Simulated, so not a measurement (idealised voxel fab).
The following process module bears the name voxel capacitor over wiring.
Cross-sectional view cut (width: 235 nm; square cell size: 5 nm).
We lay out every cross-section as a grid of square cells and spell it out in bands from the top down, where one band means one or more rows of cells.
Top, bottom (nm), then materials left to right with widths (nm); lone material tagged "edge to edge" fills the whole band edge to edge; "empty" = empty space.
It should be noted that heights are counted from 0, beneath which the wafer as supplied is of one material throughout, and that the lowest band possesses no lower boundary but continues downward, as written in "0 and below".
Read "30->40" as a graded width: first number on top, second number at the bottom, same change between each pair of neighbouring rows.
What does "remained the same" mean for a step? It means no cell of the cross-section changed in that step.
Empty spaces counting at least 8 cells and having no open way to the top are listed in "Closed void inventory". The notation width x height at distance is used for each, the distance being from the left edge and all three values in nm.
On a step's line, text after the settings is the simulator commenting on that step.
overlay nm: step with mask; distance mask lay right of planned place; negative value = left of planned place.
Each of the pairs that make up the rest of this document says: here is the cross-section before one process step, here is the cross-section after it, drawn only down to the lowest band that changed, and here, under the pair, is the step lying between them with its settings. Different pairs may come from different runs of this module on the same starting wafer, so a pair continues from the pair above it only where its entry headed "Pre-step section" says so.

[Pre-step section]
> 0 and below | Si edge to edge
> Closed void inventory: none

[Sectional View, Post-Process]
> 10 down to 0 | SiO2 edge to edge
> Whatever lies below 0 is exactly as it was before.
> Closed void inventory: none
Can you say which step sits between the two cross-sections above? CONFORMAL_DEP [material SiO2] [thk nm 10]

Pre-step section: see the after view in the pair directly above.

[Sectional View, Post-Process]
> 15 down to 10 | TiN edge to edge
> Whatever lies below 10 is exactly as it was before.
> Closed void inventory: none
Can you say which step sits between the two cross-sections above? DIRECTIONAL_DEP [material TiN] [thk nm 5]

Pre-step section: see the after view in the pair directly above.

[Sectional View, Post-Process]
> 40 down to 15 | Ru edge to edge
> Whatever lies below 15 is exactly as it was before.
> Closed void inventory: none
Can you say which step sits between the two cross-sections above? DIRECTIONAL_DEP [material Ru] [thk nm 25]

Pre-step section: see the after view in the pair directly above.

[Sectional View, Post-Process]
> 40 down to 15 | empty 55, Ru 30, empty 65, Ru 30, empty 55
> Whatever lies below 15 is exactly as it was before.
> Closed void inventory: none
Can you say which step sits between the two cross-sections above? MASKED_ETCH [tone cover] [mask id METAL_1] [width nm 30] [pitch nm 95] [etch materials Ru] [depth nm 25] [overlay nm 0]

Pre-step section: see the after view in the pair directly above.

[Sectional View, Post-Process]
> 40 down to 15 | empty 55, Ru 30, empty 65, Ru 30, empty 55
> 15 down to 10 | empty 55, TiN 30, empty 65, TiN 30, empty 55
> Whatever lies below 10 is exactly as it was before.
> Closed void inventory: none
Can you say which step sits between the two cross-sections above? MASKED_ETCH [tone cover] [mask id METAL_1] [width nm 30] [pitch nm 95] [etch materials TiN] [depth nm 5] [overlay nm 0]

Pre-step section: see the after view in the pair directly above.

[Sectional View, Post-Process]
> 45 down to 40 | empty 50, SiCN 40, empty 55, SiCN 40, empty 50
> 40 down to 15 | empty 50, SiCN 5, Ru 30, SiCN 5, empty 55, SiCN 5, Ru 30, SiCN 5, empty 50
> 15 down to 10 | SiCN 55, TiN 30, SiCN 65, TiN 30, SiCN 55
> Whatever lies below 10 is exactly as it was before.
> Closed void inventory: none
Can you say which step sits between the two cross-sections above? CONFORMAL_DEP [material SiCN] [thk nm 5]

Pre-step section: see the after view in the pair directly above.

[Sectional View, Post-Process]
> 50 down to 45 | SiO2 edge to edge
> 45 down to 40 | SiO2 50, SiCN 40, SiO2 55, SiCN 40, SiO2 50
> 40 down to 15 | SiO2 50, SiCN 5, Ru 30, SiCN 5, SiO2 55, SiCN 5, Ru 30, SiCN 5, SiO2 50
> Whatever lies below 15 is exactly as it was before.
> Closed void inventory: none
Can you say which step sits between the two cross-sections above? FILL_DEP [material SiO2] [thk nm 5]

Pre-step section: see the after view in the pair directly above.

[Sectional View, Post-Process]
> 40 down to 15 | SiO2 50, SiCN 5, Ru 30, SiCN 5, SiO2 55, SiCN 5, Ru 30, SiCN 5, SiO2 50
> Whatever lies below 15 is exactly as it was before.
> Closed void inventory: none
Can you say which step sits between the two cross-sections above? CMP [height nm 40]

Pre-step section: see the after view in the pair directly above.

[Sectional View, Post-Process]
> 45 down to 40 | SiCN edge to edge
> Whatever lies below 40 is exactly as it was before.
> Closed void inventory: none
Can you say which step sits between the two cross-sections above? CONFORMAL_DEP [material SiCN] [thk nm 5]

Pre-step section: see the after view in the pair directly above.

[Sectional View, Post-Process]
> 65 down to 45 | SiO2 edge to edge
> Whatever lies below 45 is exactly as it was before.
> Closed void inventory: none
Can you say which step sits between the two cross-sections above? DIRECTIONAL_DEP [material SiO2] [thk nm 20]

Pre-step section: see the after view in the pair directly above.

[Sectional View, Post-Process]
> 85 down to 65 | resist 70, empty 15, resist 150
> Whatever lies below 65 is exactly as it was before.
> Closed void inventory: none
Can you say which step sits between the two cross-sections above? PATTERN [tone open] [mask id PLUG_1] [material resist] [width nm 15] [thk nm 20] [overlay nm 0]

Pre-step section: see the after view in the pair directly above.

[Sectional View, Post-Process]
> 85 down to 65 | resist 70, empty 15, resist 150
> 65 down to 45 | SiO2 70, empty 15, SiO2 150
> Whatever lies below 45 is exactly as it was before.
> Closed void inventory: none
Can you say which step sits between the two cross-sections above? DIRECTIONAL_ETCH [etch materials SiO2] [depth nm 20]

Pre-step section: see the after view in the pair directly above.

[Sectional View, Post-Process]
> 85 down to 65 | resist 70, empty 15, resist 150
> 65 down to 45 | SiO2 70, empty 15, SiO2 150
> 45 down to 40 | SiCN 70, empty 15, SiCN 150
> Whatever lies below 40 is exactly as it was before.
> Closed void inventory: none
Can you say which step sits between the two cross-sections above? DIRECTIONAL_ETCH [etch materials SiCN] [depth nm 5]

Pre-step section: see the after view in the pair directly above.

[Sectional View, Post-Process]
> 65 down to 45 | SiO2 70, empty 15, SiO2 150
> Whatever lies below 45 is exactly as it was before.
> Closed void inventory: none
Can you say which step sits between the two cross-sections above? STRIP [etch materials resist]

Pre-step section: see the after view in the pair directly above.

[Sectional View, Post-Process]
> 70 down to 65 | TiN 75, empty 5, TiN 155
> 65 down to 45 | SiO2 70, TiN 5, empty 5, TiN 5, SiO2 150
> 45 down to 40 | SiCN 70, TiN 15, SiCN 150
> Whatever lies below 40 is exactly as it was before.
> Closed void inventory: none
Can you say which step sits between the two cross-sections above? CONFORMAL_DEP [material TiN] [thk nm 5]

Pre-step section: see the after view in the pair directly above.

[Sectional View, Post-Process]
> 80 down to 70 | W edge to edge
> 70 down to 65 | TiN 75, W 5, TiN 155
> 65 down to 45 | SiO2 70, TiN 5, W 5, TiN 5, SiO2 150
> Whatever lies below 45 is exactly as it was before.
> Closed void inventory: none
Can you say which step sits between the two cross-sections above? FILL_DEP [material W] [thk nm 10]

Pre-step section: see the after view in the pair directly above.

[Sectional View, Post-Process]
> 65 down to 45 | SiO2 70, TiN 5, W 5, TiN 5, SiO2 150
> Whatever lies below 45 is exactly as it was before.
> Closed void inventory: none
Can you say which step sits between the two cross-sections above? CMP [height nm 65]

Pre-step section: see the after view in the pair directly above.

[Sectional View, Post-Process]
> 75 down to 65 | TiN edge to edge
> Whatever lies below 65 is exactly as it was before.
> Closed void inventory: none
Can you say which step sits between the two cross-sections above? DIRECTIONAL_DEP [material TiN] [thk nm 10]

Pre-step section: see the after view in the pair directly above.

[Sectional View, Post-Process]
> 80 down to 75 | Al2O3 edge to edge
> Whatever lies below 75 is exactly as it was before.
> Closed void inventory: none
Can you say which step sits between the two cross-sections above? DIRECTIONAL_DEP [material Al2O3] [thk nm 5]

Pre-step section: see the after view in the pair directly above.

[Sectional View, Post-Process]
> 90 down to 80 | TiN edge to edge
> Whatever lies below 80 is exactly as it was before.
> Closed void inventory: none
Can you say which step sits between the two cross-sections above? DIRECTIONAL_DEP [material TiN] [thk nm 10]

Pre-step section: see the after view in the pair directly above.

[Sectional View, Post-Process]
> 90 down to 80 | empty 70, TiN 70, empty 95
> Whatever lies below 80 is exactly as it was before.
> Closed void inventory: none
Can you say which step sits between the two cross-sections above? MASKED_ETCH [tone cover] [mask id UPPER_PLATE] [width nm 70] [etch materials TiN] [depth nm 10] [overlay nm 0]

Pre-step section: see the after view in the pair directly above.

[Sectional View, Post-Process]
> 90 down to 80 | empty 70, TiN 70, empty 95
> 80 down to 75 | empty 70, Al2O3 70, empty 95
> Whatever lies below 75 is exactly as it was before.
> Closed void inventory: none
Can you say which step sits between the two cross-sections above? MASKED_ETCH [tone cover] [mask id UPPER_PLATE] [width nm 70] [etch materials Al2O3] [depth nm 5] [overlay nm 0]

Pre-step section: see the after view in the pair directly above.

[Sectional View, Post-Process]
> 90 down to 80 | empty 70, TiN 70, empty 95
> 80 down to 75 | empty 70, Al2O3 70, empty 95
> 75 down to 65 | empty 65, TiN 80, empty 90
> Whatever lies below 65 is exactly as it was before.
> Closed void inventory: none
Can you say which step sits between the two cross-sections above? MASKED_ETCH [tone cover] [mask id LOWER_PLATE] [width nm 80] [etch materials TiN] [depth nm 10] [overlay nm 0]

Pre-step section: see the after view in the pair directly above.

[Sectional View, Post-Process]
> 110 down to 90 | SiO2 edge to edge
> 90 down to 80 | SiO2 70, TiN 70, SiO2 95
> 80 down to 75 | SiO2 70, Al2O3 70, SiO2 95
> 75 down to 65 | SiO2 65, TiN 80, SiO2 90
> Whatever lies below 65 is exactly as it was before.
> Closed void inventory: none
Can you say which step sits between the two cross-sections above? FILL_DEP [material SiO2] [thk nm 20]

Pre-step section: see the after view in the pair directly above.

[Sectional View, Post-Process]
> 105 down to 90 | SiO2 edge to edge
> Whatever lies below 90 is exactly as it was before.
> Closed void inventory: none
Can you say which step sits between the two cross-sections above? CMP [height nm 105]

Pre-step section: see the after view in the pair directly above.

[Sectional View, Post-Process]
> 115 down to 105 | aC edge to edge
> Whatever lies below 105 is exactly as it was before.
> Closed void inventory: none
Can you say which step sits between the two cross-sections above? DIRECTIONAL_DEP [material aC] [thk nm 10]

Pre-step section: see the after view in the pair directly above.

[Sectional View, Post-Process]
> 145 down to 115 | resist 80, empty 15, resist 140
> Whatever lies below 115 is exactly as it was before.
> Closed void inventory: none
Can you say which step sits between the two cross-sections above? PATTERN [tone open] [mask id PLUG_2] [material resist] [width nm 15] [thk nm 30] [overlay nm 0]

Pre-step section: see the after view in the pair directly above.

[Sectional View, Post-Process]
> 135 down to 115 | resist 80, empty 15, resist 140
> 115 down to 105 | aC 80, empty 15, aC 140
> Whatever lies below 105 is exactly as it was before.
> Closed void inventory: none
Can you say which step sits between the two cross-sections above? DIRECTIONAL_ETCH [etch materials aC] [depth nm 10]

Pre-step section: see the after view in the pair directly above.

[Sectional View, Post-Process]
> 115 down to 105 | aC 80, empty 15, aC 140
> Whatever lies below 105 is exactly as it was before.
> Closed void inventory: none
Can you say which step sits between the two cross-sections above? STRIP [etch materials resist]

Pre-step section: see the after view in the pair directly above.

[Sectional View, Post-Process]
> 115 down to 105 | aC 80, empty 15, aC 140
> 105 down to 90 | SiO2 80, empty 15, SiO2 140
> Whatever lies below 90 is exactly as it was before.
> Closed void inventory: none
Can you say which step sits between the two cross-sections above? DIRECTIONAL_ETCH [etch materials SiO2] [depth nm 15]

Pre-step section: see the after view in the pair directly above.

[Sectional View, Post-Process]
> 105 down to 90 | SiO2 80, empty 15, SiO2 140
> Whatever lies below 90 is exactly as it was before.
> Closed void inventory: none
Can you say which step sits between the two cross-sections above? STRIP [etch materials aC]

Pre-step section: see the after view in the pair directly above.

[Sectional View, Post-Process]
> 110 down to 105 | TiN 85, empty 5, TiN 145
> 105 down to 95 | SiO2 80, TiN 5, empty 5, TiN 5, SiO2 140
> 95 down to 90 | SiO2 80, TiN 15, SiO2 140
> Whatever lies below 90 is exactly as it was before.
> Closed void inventory: none
Can you say which step sits between the two cross-sections above? CONFORMAL_DEP [material TiN] [thk nm 5]

Pre-step section: see the after view in the pair directly above.

[Sectional View, Post-Process]
> 115 down to 110 | Ru edge to edge
> 110 down to 105 | TiN 85, Ru 5, TiN 145
> 105 down to 95 | SiO2 80, TiN 5, Ru 5, TiN 5, SiO2 140
> Whatever lies below 95 is exactly as it was before.
> Closed void inventory: none
Can you say which step sits between the two cross-sections above? FILL_DEP [material Ru] [thk nm 5]

Pre-step section: see the after view in the pair directly above.

[Sectional View, Post-Process]
> 105 down to 95 | SiO2 80, TiN 5, Ru 5, TiN 5, SiO2 140
> Whatever lies below 95 is exactly as it was before.
> Closed void inventory: none
Can you say which step sits between the two cross-sections above? CMP [height nm 105]

Pre-step section: see the after view in the pair directly above.

[Sectional View, Post-Process]
> 110 down to 105 | SiCN edge to edge
> Whatever lies below 105 is exactly as it was before.
> Closed void inventory: none
Can you say which step sits between the two cross-sections above? CONFORMAL_DEP [material SiCN] [thk nm 5]

[Pre-step section]
> 0 and below | Si edge to edge
> Closed void inventory: none

[Sectional View, Post-Process]
> 5 down to 0 | TiN edge to edge
> Whatever lies below 0 is exactly as it was before.
> Closed void inventory: none
Can you say which step sits between the two cross-sections above? DIRECTIONAL_DEP [material TiN] [thk nm 5]

Pre-step section: see the after view in the pair directly above.

[Sectional View, Post-Process]
> 30 down to 5 | Ru edge to edge
> Whatever lies below 5 is exactly as it was before.
> Closed void inventory: none
Can you say which step sits between the two cross-sections above? DIRECTIONAL_DEP [material Ru] [thk nm 25]

Pre-step section: see the after view in the pair directly above.

[Sectional View, Post-Process]
> 30 down to 5 | empty 55, Ru 30, empty 65, Ru 30, empty 55
> Whatever lies below 5 is exactly as it was before.
> Closed void inventory: none
Can you say which step sits between the two cross-sections above? MASKED_ETCH [tone cover] [mask id METAL_1] [width nm 30] [pitch nm 95] [etch materials Ru] [depth nm 25] [overlay nm 0]

Pre-step section: see the after view in the pair directly above.

[Sectional View, Post-Process]
> 30 down to 5 | empty 55, Ru 30, empty 65, Ru 30, empty 55
> 5 down to 0 | empty 55, TiN 30, empty 65, TiN 30, empty 55
> Whatever lies below 0 is exactly as it was before.
> Closed void inventory: none
Can you say which step sits between the two cross-sections above? MASKED_ETCH [tone cover] [mask id METAL_1] [width nm 30] [pitch nm 95] [etch materials TiN] [depth nm 5] [overlay nm 0]

Pre-step section: see the after view in the pair directly above.

[Sectional View, Post-Process]
> 35 down to 30 | empty 50, SiCN 40, empty 55, SiCN 40, empty 50
> 30 down to 5 | empty 50, SiCN 5, Ru 30, SiCN 5, empty 55, SiCN 5, Ru 30, SiCN 5, empty 50
> 5 down to 0 | SiCN 55, TiN 30, SiCN 65, TiN 30, SiCN 55
> Whatever lies below 0 is exactly as it was before.
> Closed void inventory: none
Can you say which step sits between the two cross-sections above? CONFORMAL_DEP [material SiCN] [thk nm 5]

Pre-step section: see the after view in the pair directly above.

[Sectional View, Post-Process]
> 40 down to 35 | SiO2 edge to edge
> 35 down to 30 | SiO2 50, SiCN 40, SiO2 55, SiCN 40, SiO2 50
> 30 down to 5 | SiO2 50, SiCN 5, Ru 30, SiCN 5, SiO2 55, SiCN 5, Ru 30, SiCN 5, SiO2 50
> Whatever lies below 5 is exactly as it was before.
> Closed void inventory: none
Can you say which step sits between the two cross-sections above? FILL_DEP [material SiO2] [thk nm 5]

Pre-step section: see the after view in the pair directly above.

[Sectional View, Post-Process]
> 45 down to 40 | SiCN edge to edge
> Whatever lies below 40 is exactly as it was before.
> Closed void inventory: none
Can you say which step sits between the two cross-sections above? CONFORMAL_DEP [material SiCN] [thk nm 5]

Pre-step section: see the after view in the pair directly above.

[Sectional View, Post-Process]
> 65 down to 45 | SiO2 edge to edge
> Whatever lies below 45 is exactly as it was before.
> Closed void inventory: none
Can you say which step sits between the two cross-sections above? DIRECTIONAL_DEP [material SiO2] [thk nm 20]

Pre-step section: see the after view in the pair directly above.

[Sectional View, Post-Process]
> 85 down to 65 | resist 70, empty 15, resist 150
> Whatever lies below 65 is exactly as it was before.
> Closed void inventory: none
Can you say which step sits between the two cross-sections above? PATTERN [tone open] [mask id PLUG_1] [material resist] [width nm 15] [thk nm 20] [overlay nm 0]

Pre-step section: see the after view in the pair directly above.

[Sectional View, Post-Process]
> 85 down to 65 | resist 70, empty 15, resist 150
> 65 down to 45 | SiO2 70, empty 15, SiO2 150
> Whatever lies below 45 is exactly as it was before.
> Closed void inventory: none
Can you say which step sits between the two cross-sections above? DIRECTIONAL_ETCH [etch materials SiO2] [depth nm 20]

Pre-step section: see the after view in the pair directly above.

[Sectional View, Post-Process]
> 85 down to 65 | resist 70, empty 15, resist 150
> 65 down to 45 | SiO2 70, empty 15, SiO2 150
> 45 down to 40 | SiCN 70, empty 15, SiCN 150
> Whatever lies below 40 is exactly as it was before.
> Closed void inventory: none
Can you say which step sits between the two cross-sections above? DIRECTIONAL_ETCH [etch materials SiCN] [depth nm 5]

Pre-step section: see the after view in the pair directly above.

[Sectional View, Post-Process]
> 65 down to 45 | SiO2 70, empty 15, SiO2 150
> Whatever lies below 45 is exactly as it was before.
> Closed void inventory: none
Can you say which step sits between the two cross-sections above? STRIP [etch materials resist]

Pre-step section: see the after view in the pair directly above.

[Sectional View, Post-Process]
> 70 down to 65 | TiN 75, empty 5, TiN 155
> 65 down to 45 | SiO2 70, TiN 5, empty 5, TiN 5, SiO2 150
> 45 down to 40 | SiCN 70, TiN 15, SiCN 150
> Whatever lies below 40 is exactly as it was before.
> Closed void inventory: none
Can you say which step sits between the two cross-sections above? CONFORMAL_DEP [material TiN] [thk nm 5]

Pre-step section: see the after view in the pair directly above.

[Sectional View, Post-Process]
> 80 down to 70 | W edge to edge
> 70 down to 65 | TiN 75, W 5, TiN 155
> 65 down to 45 | SiO2 70, TiN 5, W 5, TiN 5, SiO2 150
> Whatever lies below 45 is exactly as it was before.
> Closed void inventory: none
Can you say which step sits between the two cross-sections above? FILL_DEP [material W] [thk nm 10]

Pre-step section: see the after view in the pair directly above.

[Sectional View, Post-Process]
> 65 down to 45 | SiO2 70, TiN 5, W 5, TiN 5, SiO2 150
> Whatever lies below 45 is exactly as it was before.
> Closed void inventory: none
Can you say which step sits between the two cross-sections above? CMP [height nm 65]

Pre-step section: see the after view in the pair directly above.

[Sectional View, Post-Process]
> 75 down to 65 | TiN edge to edge
> Whatever lies below 65 is exactly as it was before.
> Closed void inventory: none
Can you say which step sits between the two cross-sections above? DIRECTIONAL_DEP [material TiN] [thk nm 10]

Pre-step section: see the after view in the pair directly above.

[Sectional View, Post-Process]
> 80 down to 75 | Al2O3 edge to edge
> Whatever lies below 75 is exactly as it was before.
> Closed void inventory: none
Can you say which step sits between the two cross-sections above? DIRECTIONAL_DEP [material Al2O3] [thk nm 5]

Pre-step section: see the after view in the pair directly above.

[Sectional View, Post-Process]
> 90 down to 80 | TiN edge to edge
> Whatever lies below 80 is exactly as it was before.
> Closed void inventory: none
Can you say which step sits between the two cross-sections above? DIRECTIONAL_DEP [material TiN] [thk nm 10]

Pre-step section: see the after view in the pair directly above.

[Sectional View, Post-Process]
> 90 down to 80 | empty 70, TiN 70, empty 95
> Whatever lies below 80 is exactly as it was before.
> Closed void inventory: none
Can you say which step sits between the two cross-sections above? MASKED_ETCH [tone cover] [mask id UPPER_PLATE] [width nm 70] [etch materials TiN] [depth nm 10] [overlay nm 0]

Pre-step section: see the after view in the pair directly above.

[Sectional View, Post-Process]
> 90 down to 80 | empty 70, TiN 70, empty 95
> 80 down to 75 | empty 70, Al2O3 70, empty 95
> Whatever lies below 75 is exactly as it was before.
> Closed void inventory: none
Can you say which step sits between the two cross-sections above? MASKED_ETCH [tone cover] [mask id UPPER_PLATE] [width nm 70] [etch materials Al2O3] [depth nm 5] [overlay nm 0]

Pre-step section: see the after view in the pair directly above.

[Sectional View, Post-Process]
> 90 down to 80 | empty 70, TiN 70, empty 95
> 80 down to 75 | empty 70, Al2O3 70, empty 95
> 75 down to 65 | empty 65, TiN 80, empty 90
> Whatever lies below 65 is exactly as it was before.
> Closed void inventory: none
Can you say which step sits between the two cross-sections above? MASKED_ETCH [tone cover] [mask id LOWER_PLATE] [width nm 80] [etch materials TiN] [depth nm 10] [overlay nm 0]

Pre-step section: see the after view in the pair directly above.

[Sectional View, Post-Process]
> 110 down to 90 | SiO2 edge to edge
> 90 down to 80 | SiO2 70, TiN 70, SiO2 95
> 80 down to 75 | SiO2 70, Al2O3 70, SiO2 95
> 75 down to 65 | SiO2 65, TiN 80, SiO2 90
> Whatever lies below 65 is exactly as it was before.
> Closed void inventory: none
Can you say which step sits between the two cross-sections above? FILL_DEP [material SiO2] [thk nm 20]

Pre-step section: see the after view in the pair directly above.

[Sectional View, Post-Process]
> 105 down to 90 | SiO2 edge to edge
> Whatever lies below 90 is exactly as it was before.
> Closed void inventory: none
Can you say which step sits between the two cross-sections above? CMP [height nm 105]

Pre-step section: see the after view in the pair directly above.

[Sectional View, Post-Process]
> 115 down to 105 | aC edge to edge
> Whatever lies below 105 is exactly as it was before.
> Closed void inventory: none
Can you say which step sits between the two cross-sections above? DIRECTIONAL_DEP [material aC] [thk nm 10]

Pre-step section: see the after view in the pair directly above.

[Sectional View, Post-Process]
> 145 down to 115 | resist 80, empty 15, resist 140
> Whatever lies below 115 is exactly as it was before.
> Closed void inventory: none
Can you say which step sits between the two cross-sections above? PATTERN [tone open] [mask id PLUG_2] [material resist] [width nm 15] [thk nm 30] [overlay nm 0]

Pre-step section: see the after view in the pair directly above.

[Sectional View, Post-Process]
> 135 down to 115 | resist 80, empty 15, resist 140
> 115 down to 105 | aC 80, empty 15, aC 140
> Whatever lies below 105 is exactly as it was before.
> Closed void inventory: none
Can you say which step sits between the two cross-sections above? DIRECTIONAL_ETCH [etch materials aC] [depth nm 10]

Pre-step section: see the after view in the pair directly above.

[Sectional View, Post-Process]
> 115 down to 105 | aC 80, empty 15, aC 140
> Whatever lies below 105 is exactly as it was before.
> Closed void inventory: none
Can you say which step sits between the two cross-sections above? STRIP [etch materials resist]

Pre-step section: see the after view in the pair directly above.

[Sectional View, Post-Process]
> 115 down to 105 | aC 80, empty 15, aC 140
> 105 down to 90 | SiO2 80, empty 15, SiO2 140
> Whatever lies below 90 is exactly as it was before.
> Closed void inventory: none
Can you say which step sits between the two cross-sections above? DIRECTIONAL_ETCH [etch materials SiO2] [depth nm 15]

Pre-step section: see the after view in the pair directly above.

[Sectional View, Post-Process]
> 105 down to 90 | SiO2 80, empty 15, SiO2 140
> Whatever lies below 90 is exactly as it was before.
> Closed void inventory: none
Can you say which step sits between the two cross-sections above? STRIP [etch materials aC]

Pre-step section: see the after view in the pair directly above.

[Sectional View, Post-Process]
> 110 down to 105 | TiN 85, empty 5, TiN 145
> 105 down to 95 | SiO2 80, TiN 5, empty 5, TiN 5, SiO2 140
> 95 down to 90 | SiO2 80, TiN 15, SiO2 140
> Whatever lies below 90 is exactly as it was before.
> Closed void inventory: none
Can you say which step sits between the two cross-sections above? CONFORMAL_DEP [material TiN] [thk nm 5]

Pre-step section: see the after view in the pair directly above.

[Sectional View, Post-Process]
> 115 down to 110 | Ru edge to edge
> 110 down to 105 | TiN 85, Ru 5, TiN 145
> 105 down to 95 | SiO2 80, TiN 5, Ru 5, TiN 5, SiO2 140
> Whatever lies below 95 is exactly as it was before.
> Closed void inventory: none
Can you say which step sits between the two cross-sections above? FILL_DEP [material Ru] [thk nm 5]

Pre-step section: see the after view in the pair directly above.

[Sectional View, Post-Process]
> 105 down to 95 | SiO2 80, TiN 5, Ru 5, TiN 5, SiO2 140
> Whatever lies below 95 is exactly as it was before.
> Closed void inventory: none
Can you say which step sits between the two cross-sections above? CMP [height nm 105]

Pre-step section: see the after view in the pair directly above.

[Sectional View, Post-Process]
> 110 down to 105 | SiCN edge to edge
> Whatever lies below 105 is exactly as it was before.
> Closed void inventory: none
Can you say which step sits between the two cross-sections above? CONFORMAL_DEP [material SiCN] [thk nm 5]

[Pre-step section]
> 10 down to 0 | SiO2 edge to edge
> 0 and below | Si edge to edge
> Closed void inventory: none

[Sectional View, Post-Process]
> 35 down to 10 | Ru edge to edge
> Whatever lies below 10 is exactly as it was before.
> Closed void inventory: none
Can you say which step sits between the two cross-sections above? DIRECTIONAL_DEP [material Ru] [thk nm 25]

Pre-step section: see the after view in the pair directly above.

[Sectional View, Post-Process]
> 40 down to 35 | TiN edge to edge
> Whatever lies below 35 is exactly as it was before.
> Closed void inventory: none
Can you say which step sits between the two cross-sections above? DIRECTIONAL_DEP [material TiN] [thk nm 5]

Pre-step section: see the after view in the pair directly above.

[Sectional View, Post-Process]
> 40 down to 35 | empty 55, TiN 30, empty 65, TiN 30, empty 55
> Whatever lies below 35 is exactly as it was before.
> Closed void inventory: none
Can you say which step sits between the two cross-sections above? MASKED_ETCH [tone cover] [mask id METAL_1] [width nm 30] [pitch nm 95] [etch materials TiN] [depth nm 5] [overlay nm 0]

Pre-step section: see the after view in the pair directly above.

[Sectional View, Post-Process]
> 45 down to 40 | empty 50, SiCN 40, empty 55, SiCN 40, empty 50
> 40 down to 35 | SiCN 55, TiN 30, SiCN 65, TiN 30, SiCN 55
> Whatever lies below 35 is exactly as it was before.
> Closed void inventory: none
Can you say which step sits between the two cross-sections above? CONFORMAL_DEP [material SiCN] [thk nm 5]

Pre-step section: see the after view in the pair directly above.

[Sectional View, Post-Process]
> 50 down to 45 | SiO2 edge to edge
> 45 down to 40 | SiO2 50, SiCN 40, SiO2 55, SiCN 40, SiO2 50
> Whatever lies below 40 is exactly as it was before.
> Closed void inventory: none
Can you say which step sits between the two cross-sections above? FILL_DEP [material SiO2] [thk nm 5]

Pre-step section: see the after view in the pair directly above.

[Sectional View, Post-Process]
> 40 down to 35 | SiCN 55, TiN 30, SiCN 65, TiN 30, SiCN 55
> Whatever lies below 35 is exactly as it was before.
> Closed void inventory: none
Can you say which step sits between the two cross-sections above? CMP [height nm 40]

Pre-step section: see the after view in the pair directly above.

[Sectional View, Post-Process]
> 45 down to 40 | SiCN edge to edge
> Whatever lies below 40 is exactly as it was before.
> Closed void inventory: none
Can you say which step sits between the two cross-sections above? CONFORMAL_DEP [material SiCN] [thk nm 5]

Pre-step section: see the after view in the pair directly above.

[Sectional View, Post-Process]
> 65 down to 45 | SiO2 edge to edge
> Whatever lies below 45 is exactly as it was before.
> Closed void inventory: none
Can you say which step sits between the two cross-sections above? DIRECTIONAL_DEP [material SiO2] [thk nm 20]

Pre-step section: see the after view in the pair directly above.

[Sectional View, Post-Process]
> 85 down to 65 | resist 70, empty 15, resist 150
> Whatever lies below 65 is exactly as it was before.
> Closed void inventory: none
Can you say which step sits between the two cross-sections above? PATTERN [tone open] [mask id PLUG_1] [material resist] [width nm 15] [thk nm 20] [overlay nm 0]

Pre-step section: see the after view in the pair directly above.

[Sectional View, Post-Process]
> 85 down to 65 | resist 70, empty 15, resist 150
> 65 down to 45 | SiO2 70, empty 15, SiO2 150
> Whatever lies below 45 is exactly as it was before.
> Closed void inventory: none
Can you say which step sits between the two cross-sections above? DIRECTIONAL_ETCH [etch materials SiO2] [depth nm 20]

Pre-step section: see the after view in the pair directly above.

[Sectional View, Post-Process]
> 85 down to 65 | resist 70, empty 15, resist 150
> 65 down to 45 | SiO2 70, empty 15, SiO2 150
> 45 down to 40 | SiCN 70, empty 15, SiCN 150
> Whatever lies below 40 is exactly as it was before.
> Closed void inventory: none
Can you say which step sits between the two cross-sections above? DIRECTIONAL_ETCH [etch materials SiCN] [depth nm 5]

Pre-step section: see the after view in the pair directly above.

[Sectional View, Post-Process]
> 65 down to 45 | SiO2 70, empty 15, SiO2 150
> Whatever lies below 45 is exactly as it was before.
> Closed void inventory: none
Can you say which step sits between the two cross-sections above? STRIP [etch materials resist]

Pre-step section: see the after view in the pair directly above.

[Sectional View, Post-Process]
> 70 down to 65 | TiN 75, empty 5, TiN 155
> 65 down to 45 | SiO2 70, TiN 5, empty 5, TiN 5, SiO2 150
> 45 down to 40 | SiCN 70, TiN 15, SiCN 150
> Whatever lies below 40 is exactly as it was before.
> Closed void inventory: none
Can you say which step sits between the two cross-sections above? CONFORMAL_DEP [material TiN] [thk nm 5]

Pre-step section: see the after view in the pair directly above.

[Sectional View, Post-Process]
> 80 down to 70 | W edge to edge
> 70 down to 65 | TiN 75, W 5, TiN 155
> 65 down to 45 | SiO2 70, TiN 5, W 5, TiN 5, SiO2 150
> Whatever lies below 45 is exactly as it was before.
> Closed void inventory: none
Can you say which step sits between the two cross-sections above? FILL_DEP [material W] [thk nm 10]

Pre-step section: see the after view in the pair directly above.

[Sectional View, Post-Process]
> 65 down to 45 | SiO2 70, TiN 5, W 5, TiN 5, SiO2 150
> Whatever lies below 45 is exactly as it was before.
> Closed void inventory: none
Can you say which step sits between the two cross-sections above? CMP [height nm 65]

Pre-step section: see the after view in the pair directly above.

[Sectional View, Post-Process]
> 75 down to 65 | TiN edge to edge
> Whatever lies below 65 is exactly as it was before.
> Closed void inventory: none
Can you say which step sits between the two cross-sections above? DIRECTIONAL_DEP [material TiN] [thk nm 10]

Pre-step section: see the after view in the pair directly above.

[Sectional View, Post-Process]
> 80 down to 75 | Al2O3 edge to edge
> Whatever lies below 75 is exactly as it was before.
> Closed void inventory: none
Can you say which step sits between the two cross-sections above? DIRECTIONAL_DEP [material Al2O3] [thk nm 5]

Pre-step section: see the after view in the pair directly above.

[Sectional View, Post-Process]
> 90 down to 80 | TiN edge to edge
> Whatever lies below 80 is exactly as it was before.
> Closed void inventory: none
Can you say which step sits between the two cross-sections above? DIRECTIONAL_DEP [material TiN] [thk nm 10]

Pre-step section: see the after view in the pair directly above.

[Sectional View, Post-Process]
> 90 down to 80 | empty 70, TiN 70, empty 95
> Whatever lies below 80 is exactly as it was before.
> Closed void inventory: none
Can you say which step sits between the two cross-sections above? MASKED_ETCH [tone cover] [mask id UPPER_PLATE] [width nm 70] [etch materials TiN] [depth nm 10] [overlay nm 0]

Pre-step section: see the after view in the pair directly above.

[Sectional View, Post-Process]
> 90 down to 80 | empty 70, TiN 70, empty 95
> 80 down to 75 | empty 70, Al2O3 70, empty 95
> Whatever lies below 75 is exactly as it was before.
> Closed void inventory: none
Can you say which step sits between the two cross-sections above? MASKED_ETCH [tone cover] [mask id UPPER_PLATE] [width nm 70] [etch materials Al2O3] [depth nm 5] [overlay nm 0]
